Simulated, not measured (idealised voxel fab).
The process module presented herein is designated voxel self aligned contacts.
FYI the section here is cut, 270 nm wide, cells are 5 nm squares.
For the purposes of this document, a cross-section shall be understood as a grid of square cells, specified as bands listed in top-to-bottom order, each band consisting of one or more rows of cells. Quick guide to a band line: top height, bottom height (nm) up front; then every material left to right with its width in nm. Only one material and it's marked "edge to edge"? Then it fills the band edge to edge. And "empty" just means empty space. Note: height 0 marks the level under which the wafer is uniformly one material as received. Lowest band unbounded below, written "0 nm and below". The notation "30..40" denotes a width that varies across the rows of cells in the band, beginning at the first number in the top row, finishing at the second number in the bottom row, and changing by an identical amount from each row to the next. When a step is marked "no change occurred", none of the cells in the cross-section changed during that step. The label "Sealed void list" introduces a list of the empty spaces, 8 cells or larger, that have no open way up to the top; each entry in it reads width x height at distance, where the distance is taken from the left edge and all three are stated in nm. Past the settings on a step's line: simulator remark, on that step. The setting "overlay nm" may be written on the line of a step. When the step uses a mask, the value reports how far to the right of the planned place the mask lay, and a negative value reports that it lay to the left.

Process steps (planned):
1) RECEIVE (material Si)
2) OXIDIZE (depth nm 5)
3) DIRECTIONAL_DEP (material polySi; thk nm 25)
4) DIRECTIONAL_DEP (material SiN; thk nm 15)
5) PATTERN (tone cover; mask id GATE; material resist; width nm 25; pitch nm 70; thk nm 20; overlay nm 0)
6) DIRECTIONAL_ETCH (etch materials SiN; depth nm 20)
7) DIRECTIONAL_ETCH (etch materials polySi; depth nm 25)
8) STRIP (etch materials resist)
9) CONFORMAL_DEP (material SiN; thk nm 10)
10) DIRECTIONAL_ETCH (etch materials SiN; depth nm 10)
11) FILL_DEP (material SiO2; thk nm 10)
12) CMP (height nm 50)
13) PATTERN (tone open; mask id CONTACT; material resist; width nm 55; pitch nm 70; thk nm 15; overlay nm 0)
14) DIRECTIONAL_ETCH (etch materials SiO2; depth nm 55)
15) STRIP (etch materials resist)
16) CONFORMAL_DEP (material TiN; thk nm 5)
17) FILL_DEP (material W; thk nm 10)
18) CMP (height nm 50)
19) CONFORMAL_DEP (material SiN; thk nm 5)
For this document, wafers share an identical start and vary in the step 4 thk nm; the plan quotes the first wafer's value.

Cross-section: the first of several wafers in its as-received state, i.e. following step 1:
0 nm and below = Si edge to edge
Sealed void list: none

Gained (+) or lost (-) cells of each material since receipt, then closed voids: one row per wafer, at the end of the module:
thk nm 15, -54 Si, +195 SiN, +244 SiO2, +62 TiN, +72 W, +75 polySi, Sealed void list: none
thk nm 20, -54 Si, +222 SiN, +229 SiO2, +62 TiN, +60 W, +75 polySi, Sealed void list: none
thk nm 25, -54 Si, +216 SiN, +122 SiO2, +22 TiN, +18 W, +270 polySi, Sealed void list: none
thk nm 30, -54 Si, +243 SiN, +105 SiO2, +18 TiN, +12 W, +270 polySi, Sealed void list: none
thk nm 35, -54 Si, +270 SiN, +88 SiO2, +14 TiN, +6 W, +270 polySi, Sealed void list: none
